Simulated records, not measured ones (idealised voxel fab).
process module | voxel wiring stack
cross-section cut | 290 nm wide | cells 5 nm
A cross-section is a grid of square cells, given in bands from the top down. A band is one or more rows of cells.
Each band's line starts with the height of the band's top and of its bottom, in nm. Then come its materials from left to right, each with its width in nm. One material with "throughout" fills the band from edge to edge. "air" is empty space.
Height 0 is the level under which the wafer as received is all one material. The lowest band goes on downwards, as in "0 down".
A width such as "30 to 40" changes by the same amount from each row of cells to the next, from the band's top row to its bottom row.
"no change" after a step means that no cell of the cross-section changed.
closed voids: empty space of 8 cells or more with no open way to the top, each as width x height at its distance from the left edge, in nm
after a step's settings: what the simulator itself notes on the step
overlay nm, on a step with a mask: how far to the right of its planned place the mask lay; to the left if negative
plan
1 op RECEIVE | material Si
2 op CONFORMAL_DEP | material SiO2 | thk nm 15
3 op CONFORMAL_DEP | material SiCN | thk nm 5
4 op DIRECTIONAL_DEP | material lowk | thk nm 20
5 op DIRECTIONAL_DEP | material aC | thk nm 10
6 op PATTERN | tone open | mask id METAL_1 | material resist | width nm 30 | pitch nm 45 | thk nm 25 | overlay nm 0
7 op DIRECTIONAL_ETCH | etch materials aC | depth nm 10
8 op STRIP | etch materials resist
9 op DIRECTIONAL_ETCH | etch materials lowk | depth nm 20
10 op DIRECTIONAL_ETCH | etch materials SiCN | depth nm 5
11 op STRIP | etch materials aC
12 op CONFORMAL_DEP | material TiN | thk nm 5
13 op FILL_DEP | material Cu | thk nm 10
14 op CMP | height nm 40
15 op CONFORMAL_DEP | material SiCN | thk nm 5
16 op DIRECTIONAL_DEP | material SiO2 | thk nm 15
17 op PATTERN | tone open | mask id PLUG_1 | material resist | width nm 15 | pitch nm 45 | thk nm 15 | overlay nm 0
18 op DIRECTIONAL_ETCH | etch materials SiO2 | depth nm 15
19 op DIRECTIONAL_ETCH | etch materials SiCN | depth nm 5
20 op STRIP | etch materials resist
21 op EPI | material Ru | thk nm 10
22 op EPI | material Ru | thk nm 10
23 op CONFORMAL_DEP | material SiCN | thk nm 5
24 op DIRECTIONAL_DEP | material lowk | thk nm 20
25 op MASKED_ETCH | tone open | mask id METAL_2 | width nm 30 | pitch nm 45 | etch materials lowk | depth nm 20 | overlay nm 0
26 op MASKED_ETCH | tone open | mask id METAL_2 | width nm 30 | pitch nm 45 | etch materials SiCN | depth nm 5 | overlay nm 0
27 op CONFORMAL_DEP | material TiN | thk nm 5
28 op FILL_DEP | material W | thk nm 10
29 op CMP | height nm 85
30 op CONFORMAL_DEP | material SiCN | thk nm 5
31 op DIRECTIONAL_DEP | material lowk | thk nm 25
32 op PATTERN | tone open | mask id METAL_3_HOLES | material resist | width nm 15 | pitch nm 90 | thk nm 15 | overlay nm 0
33 op DIRECTIONAL_ETCH | etch materials lowk | depth nm 25
34 op STRIP | etch materials resist
35 op DIRECTIONAL_DEP | material aC | thk nm 15
36 op PATTERN | tone open | mask id METAL_3 | material resist | width nm 30 | pitch nm 45 | thk nm 35 | overlay nm 0
37 op DIRECTIONAL_ETCH | etch materials aC | depth nm 15
38 op STRIP | etch materials resist
39 op DIRECTIONAL_ETCH | etch materials lowk | depth nm 15
40 op DIRECTIONAL_ETCH | etch materials SiCN | depth nm 5
41 op STRIP | etch materials aC
42 op CONFORMAL_DEP | material TiN | thk nm 5
43 op FILL_DEP | material Cu | thk nm 5
44 op CMP | height nm 115
45 op CONFORMAL_DEP | material SiCN | thk nm 5
as received, after step 1
  0 down: Si throughout
  closed voids: none
first wafer at the end, as planned
  120 to 115: SiCN throughout
  115 to 105: lowk 60 | TiN 5 | Cu 20 | TiN 5 | lowk 15 | TiN 5 | Cu 20 | TiN 5 | lowk 15 | TiN 5 | Cu 20 | TiN 5 | lowk 15 | TiN 5 | Cu 20 | TiN 5 | lowk 65
  105 to 100: lowk 60 | TiN 5 | Cu 5 | TiN 20 | lowk 15 | TiN 30 | lowk 15 | TiN 5 | Cu 5 | TiN 20 | lowk 15 | TiN 30 | lowk 65
  100 to 90: lowk 60 | TiN 5 | Cu 5 | TiN 5 | lowk 75 | TiN 5 | Cu 5 | TiN 5 | lowk 125
  90 to 85: SiCN 60 | TiN 15 | SiCN 75 | TiN 15 | SiCN 125
  85 to 65: lowk 60 | TiN 5 | W 20 | TiN 5 | lowk 15 | TiN 5 | W 20 | TiN 5 | lowk 15 | TiN 5 | W 20 | TiN 5 | lowk 15 | TiN 5 | W 20 | TiN 5 | lowk 65
  65 to 60: SiCN 60 | TiN 30 | SiCN 15 | TiN 30 | SiCN 15 | TiN 30 | SiCN 15 | TiN 30 | SiCN 65
  60 to 45: SiO2 60 | Ru 15 | SiO2 30 | Ru 15 | SiO2 30 | Ru 15 | SiO2 30 | Ru 15 | SiO2 80
  45 to 40: SiCN 60 | Ru 15 | SiCN 30 | Ru 15 | SiCN 30 | Ru 15 | SiCN 30 | Ru 15 | SiCN 80
  40 to 20: lowk 60 | TiN 5 | Cu 20 | TiN 5 | lowk 15 | TiN 5 | Cu 20 | TiN 5 | lowk 15 | TiN 5 | Cu 20 | TiN 5 | lowk 15 | TiN 5 | Cu 20 | TiN 5 | lowk 65
  20 to 15: SiCN 60 | TiN 30 | SiCN 15 | TiN 30 | SiCN 15 | TiN 30 | SiCN 15 | TiN 30 | SiCN 65
  15 to 0: SiO2 throughout
  0 down: Si throughout
  closed voids: none
second wafer at the end: like start, like plan, one mistake
  120 to 115: SiCN throughout
  115 to 105: lowk 60 | TiN 5 | Cu 20 | TiN 5 | lowk 15 | TiN 5 | Cu 20 | TiN 5 | lowk 15 | TiN 5 | Cu 20 | TiN 5 | lowk 15 | TiN 5 | Cu 20 | TiN 5 | lowk 65
  105 to 100: lowk 60 | TiN 5 | Cu 5 | TiN 20 | lowk 15 | TiN 30 | lowk 15 | TiN 5 | Cu 5 | TiN 20 | lowk 15 | TiN 30 | lowk 65
  100 to 90: lowk 60 | TiN 5 | Cu 5 | TiN 5 | lowk 75 | TiN 5 | Cu 5 | TiN 5 | lowk 125
  90 to 85: SiCN 60 | TiN 15 | SiCN 75 | TiN 15 | SiCN 125
  85 to 70: W 50 | TiN 5 | lowk 5 | TiN 5 | W 20 | TiN 5 | lowk 15 | TiN 5 | W 20 | TiN 5 | lowk 15 | TiN 5 | W 20 | TiN 5 | lowk 15 | TiN 5 | W 20 | TiN 5 | lowk 25 | TiN 5 | W 35
  70 to 65: TiN 55 | lowk 5 | TiN 5 | W 20 | TiN 5 | lowk 15 | TiN 5 | W 20 | TiN 5 | lowk 15 | TiN 5 | W 20 | TiN 5 | lowk 15 | TiN 5 | W 20 | TiN 5 | lowk 25 | TiN 40
  65 to 60: lowk 55 | SiCN 5 | TiN 30 | SiCN 15 | TiN 30 | SiCN 15 | TiN 30 | SiCN 15 | TiN 30 | SiCN 25 | lowk 40
  60 to 45: lowk 55 | SiCN 5 | SiO2 15 | Ru 30 | SiO2 15 | Ru 30 | SiO2 15 | Ru 30 | SiO2 15 | Ru 35 | SiCN 5 | lowk 40
  45 to 40: SiCN 75 | Ru 30 | SiCN 15 | Ru 30 | SiCN 15 | Ru 30 | SiCN 15 | Ru 35 | SiCN 45
  40 to 20: lowk 60 | TiN 5 | Cu 20 | TiN 5 | lowk 15 | TiN 5 | Cu 20 | TiN 5 | lowk 15 | TiN 5 | Cu 20 | TiN 5 | lowk 15 | TiN 5 | Cu 20 | TiN 5 | lowk 65
  20 to 15: SiCN 60 | TiN 30 | SiCN 15 | TiN 30 | SiCN 15 | TiN 30 | SiCN 15 | TiN 30 | SiCN 65
  15 to 0: SiO2 throughout
  0 down: Si throughout
  closed voids: none
what went wrong: step 17 ran as: op PATTERN | tone cover | mask id PLUG_1 | material resist | width nm 15 | pitch nm 45 | thk nm 15 | overlay nm 0
at the end the second wafer has, in cells: 52 more of Ru | 26 fewer of SiCN | 102 fewer of SiO2 | 25 more of TiN | 51 more of W
